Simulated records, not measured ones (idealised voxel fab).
process module | voxel plated lines
cross-section cut | 155 nm wide | cells 5 nm
A cross-section is a grid of square cells, given in bands from the top down. A band is one or more rows of cells.
Each band's line starts with the height of the band's top and of its bottom, in nm. Then come its materials from left to right, each with its width in nm. One material with "throughout" fills the band from edge to edge. "air" is empty space.
Height 0 is the level under which the wafer as received is all one material. The lowest band goes on downwards, as in "0 down".
A width such as "30 to 40" changes by the same amount from each row of cells to the next, from the band's top row to its bottom row.
"no change" after a step means that no cell of the cross-section changed.
closed voids: empty space of 8 cells or more with no open way to the top, each as width x height at its distance from the left edge, in nm
after a step's settings: what the simulator itself notes on the step
overlay nm, on a step with a mask: how far to the right of its planned place the mask lay; to the left if negative
plan
1 op RECEIVE | material Si
2 op CONFORMAL_DEP | material Al2O3 | thk nm 5
3 op DIRECTIONAL_DEP | material TiN | thk nm 5
4 op PATTERN | tone open | mask id LINES | material resist | width nm 15 | pitch nm 30 | thk nm 40 | overlay nm 0
5 op EPI | material Ru | thk nm 10
6 op EPI | material Ru | thk nm 5
7 op EPI | material Ru | thk nm 5
8 op STRIP | etch materials resist
9 op DIRECTIONAL_ETCH | etch materials TiN | depth nm 5
10 op CONFORMAL_DEP | material SiO2 | thk nm 10
varied across the wafers: thk nm of step 2. The plan shows the first wafer's value. All wafers start alike
first wafer as received, after step 1
  0 down: Si throughout
  closed voids: none
first wafer at the end, after step 10
  40 to 30: air 45 | SiO2 65 | air 45
  30 to 15: air 45 | SiO2 10 | Ru 15 | SiO2 15 | Ru 15 | SiO2 10 | air 45
  15 to 10: SiO2 55 | Ru 15 | SiO2 15 | Ru 15 | SiO2 55
  10 to 5: SiO2 55 | TiN 15 | SiO2 15 | TiN 15 | SiO2 55
  5 to 0: Al2O3 throughout
  0 down: Si throughout
  closed voids: none
last wafer at the end
  65 to 55: air 45 | SiO2 65 | air 45
  55 to 40: air 45 | SiO2 10 | Ru 15 | SiO2 15 | Ru 15 | SiO2 10 | air 45
  40 to 35: SiO2 55 | Ru 15 | SiO2 15 | Ru 15 | SiO2 55
  35 to 30: SiO2 55 | TiN 15 | SiO2 15 | TiN 15 | SiO2 55
  30 to 0: Al2O3 throughout
  0 down: Si throughout
  closed voids: none
each wafer at the end: cells of each material gained (+) or lost (-) since it was received, then its closed voids
thk nm 5 | +31 Al2O3 | +24 Ru | +97 SiO2 | +6 TiN | closed voids: none
thk nm 10 | +62 Al2O3 | +24 Ru | +97 SiO2 | +6 TiN | closed voids: none
thk nm 15 | +93 Al2O3 | +24 Ru | +97 SiO2 | +6 TiN | closed voids: none
thk nm 20 | +124 Al2O3 | +24 Ru | +97 SiO2 | +6 TiN | closed voids: none
thk nm 25 | +155 Al2O3 | +24 Ru | +97 SiO2 | +6 TiN | closed voids: none
thk nm 30 | +186 Al2O3 | +24 Ru | +97 SiO2 | +6 TiN | closed voids: none
